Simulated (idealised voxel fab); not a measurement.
Process module in this document: voxel gate over fins
The figure presents cross-section cut, which has a width of 275 nm and is divided into square cells with an edge length of 5 nm.
A cross-section is a grid of square cells, given in bands from the top down. A band is one or more rows of cells.
In this notation a band is specified by the heights of its top and bottom, in that order and in nm, after which its materials appear from left to right, each paired with its width in nm. The word "edge to edge" attached to a single material means that material fills the band from edge to edge; the word "empty" stands for empty space.
Heights are reckoned from 0. Under this level, the received wafer is all of one material. The bottommost band is open-ended downward, for example "0 -> down".
The two numbers in a width such as "30->40" mark its ends across the band: the first belongs to the top row of cells, the second to the bottom row, and from each row to the next the width moves by the same amount.
A step reported as "remained unchanged" is a step in which no cell of the cross-section changed.
Listed in "Unvented voids": every empty space of 8 or more cells without an open way to the top. Form: width x height at distance, the distance being from the left edge, all in nm.
Text after the settings on a step's line: the simulator's own remark on that step.
"overlay nm" on a masked step: distance the mask lay right of its planned place, negative for left.
**These are the steps we planned for the process**
1: RECEIVE | material Si
2: CONFORMAL_DEP | material SiN | thk nm 10
3: MASKED_ETCH | tone cover | mask id FINS | width nm 15 | pitch nm 35 | etch materials SiN | depth nm 10 | overlay nm 0
4: MASKED_ETCH | tone cover | mask id FINS | width nm 15 | pitch nm 35 | etch materials Si | depth nm 40 | overlay nm 0
5: FILL_DEP | material SiO2 | thk nm 5
6: CMP | height nm 10
7: SELECTIVE_ETCH | etch materials SiO2 | depth nm 20
8: STRIP | etch materials SiN
9: CONFORMAL_DEP | material HfO2 | thk nm 5
10: CONFORMAL_DEP | material TiN | thk nm 5
11: FILL_DEP | material W | thk nm 10
12: CMP | height nm 15
13: CONFORMAL_DEP | material SiCN | thk nm 10
**Shown in cross-section is the wafer as received, that is, as it stands after step 1**
* 0 -> down  Si edge to edge
* Unvented voids: none
**Module complete - cross-section of the first of two wafers, run according to plan**
* 25 -> 15  SiCN edge to edge
* 15 -> 10  W edge to edge
* 10 -> 5  85 of W  105 of TiN  85 of W
* 5 -> 0  85 of W  5 of TiN  25 of HfO2  10 of TiN  25 of HfO2  10 of TiN  25 of HfO2  5 of TiN  85 of W
* 0 -> -5  90 of TiN  5 of HfO2  15 of Si  5 of HfO2  10 of TiN  5 of HfO2  15 of Si  5 of HfO2  10 of TiN  5 of HfO2  15 of Si  5 of HfO2  90 of TiN
* -5 -> -10  95 of HfO2  15 of Si  20 of HfO2  15 of Si  20 of HfO2  15 of Si  95 of HfO2
* -10 -> -40  95 of SiO2  15 of Si  20 of SiO2  15 of Si  20 of SiO2  15 of Si  95 of SiO2
* -40 -> down  Si edge to edge
* Unvented voids: none
**Cross-section, wafer two of two, end of module: same start and plan as wafer one, one error in execution**
* 25 -> 15  SiCN edge to edge
* 15 -> 10  W edge to edge
* 10 -> 5  85 of W  105 of TiN  85 of W
* 5 -> 0  85 of W  5 of TiN  25 of HfO2  10 of TiN  25 of HfO2  10 of TiN  25 of HfO2  5 of TiN  85 of W
* 0 -> -20  85 of W  5 of TiN  5 of HfO2  15 of Si  5 of HfO2  10 of TiN  5 of HfO2  15 of Si  5 of HfO2  10 of TiN  5 of HfO2  15 of Si  5 of HfO2  5 of TiN  85 of W
* -20 -> -25  90 of TiN  5 of HfO2  15 of Si  5 of HfO2  10 of TiN  5 of HfO2  15 of Si  5 of HfO2  10 of TiN  5 of HfO2  15 of Si  5 of HfO2  90 of TiN
* -25 -> -30  95 of HfO2  15 of Si  20 of HfO2  15 of Si  20 of HfO2  15 of Si  95 of HfO2
* -30 -> -40  95 of SiO2  15 of Si  20 of SiO2  15 of Si  20 of SiO2  15 of Si  95 of SiO2
* -40 -> down  Si edge to edge
* Unvented voids: none
Diagnosis: step 7 in the plan was executed twice
Bottom line after processing is that, in cells, the second wafer is up or down on some materials versus the first: 24 more of HfO2, 184 fewer of SiO2, 24 more of TiN, 136 more of W
